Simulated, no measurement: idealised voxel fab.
Process module heading - voxel ribs on slabs
It is cross-section cut that appears here, measuring 185 nm in width, its square cells being 5 nm in size.
Format of a cross-section: grid, square cells. Given as bands. Order: top down. Band: one or more rows of cells. Each band's line starts with the height of the band's top and of its bottom, in nm. Then come its materials from left to right, each with its width in nm. One material with "throughout" fills the band from edge to edge. "air" is empty space. Heights from 0 (as-received wafer is one material below). Bottom band endless downward, as "from 0 down". A width given as "30->40" starts at the first number in the band's top row and ends at the second number in its bottom row, shifting by an equal amount at every step from row to row. Where a step carries "remained unchanged", the cross-section came out of it unchanged, cell for cell. "Sealed-off cavities" contains a list of empty spaces, each no smaller than 8 cells and without an open way to the top, written in the form width x height at distance with the distance from the left edge and all three in nm. Text after the settings on a step's line: the simulator's own remark on that step. Regarding "overlay nm": on a step with a mask, it is the distance the mask lay to the right of its planned place; a negative value places it to the left.
THE PLANNED PROCESS STEPS ARE ENUMERATED HEREUNDER
1: RECEIVE | material Si
2: DIRECTIONAL_DEP | material SiO2 | thk nm 30
3: DIRECTIONAL_DEP | material SiN | thk nm 20
4: MASKED_ETCH | tone cover | mask id RIB | width nm 25 | etch materials SiN | depth nm 15 | overlay nm 0
5: MASKED_ETCH | tone cover | mask id SLAB | width nm 75 | etch materials SiN | depth nm 5 | overlay nm 0
6: FILL_DEP | material SiO2 | thk nm 25
7: CMP | height nm 70
8: DIRECTIONAL_DEP | material TiN | thk nm 5
9: PATTERN | tone cover | mask id HEATER | material resist | width nm 35 | thk nm 20 | overlay nm 0
10: DIRECTIONAL_ETCH | etch materials TiN | depth nm 5
11: STRIP | etch materials resist
12: CONFORMAL_DEP | material SiN | thk nm 5
INCOMING WAFER, CROSS-SECTIONAL VIEW, POST STEP 1
- from 0 down: Si throughout
- Sealed-off cavities: none
END-OF-MODULE CROSS-SECTION OF THE FIRST OF TWO WAFERS, PROCESSED AS PLANNED
- from 80 to 75: air 70 nm | SiN 45 nm | air 70 nm
- from 75 to 70: SiN 75 nm | TiN 35 nm | SiN 75 nm
- from 70 to 50: SiO2 throughout
- from 50 to 35: SiO2 80 nm | SiN 25 nm | SiO2 80 nm
- from 35 to 30: SiO2 55 nm | SiN 75 nm | SiO2 55 nm
- from 30 to 0: SiO2 throughout
- from 0 down: Si throughout
- Sealed-off cavities: none
CROSS-SECTIONAL VIEW OF THE SECOND OF TWO WAFERS UPON COMPLETION OF THE MODULE. THIS WAFER SHARED ITS STARTING CONDITION AND PROCESS PLAN WITH THE FIRST; ONE ERROR WAS MADE DURING ITS EXECUTION
- from 80 to 75: SiN 80 nm | air 25 nm | SiN 80 nm
- from 75 to 70: TiN 75 nm | SiN 35 nm | TiN 75 nm
- from 70 to 50: SiO2 throughout
- from 50 to 35: SiO2 80 nm | SiN 25 nm | SiO2 80 nm
- from 35 to 30: SiO2 55 nm | SiN 75 nm | SiO2 55 nm
- from 30 to 0: SiO2 throughout
- from 0 down: Si throughout
- Sealed-off cavities: none
Short version of what went wrong: step 9 did not happen as planned, as run it was PATTERN | tone open | mask id HEATER | material resist | width nm 35 | thk nm 20 | overlay nm 0
It is noted that, at the conclusion of processing, the second wafer exhibits a higher or lower cell count for certain materials relative to the first: TiN: 23 more
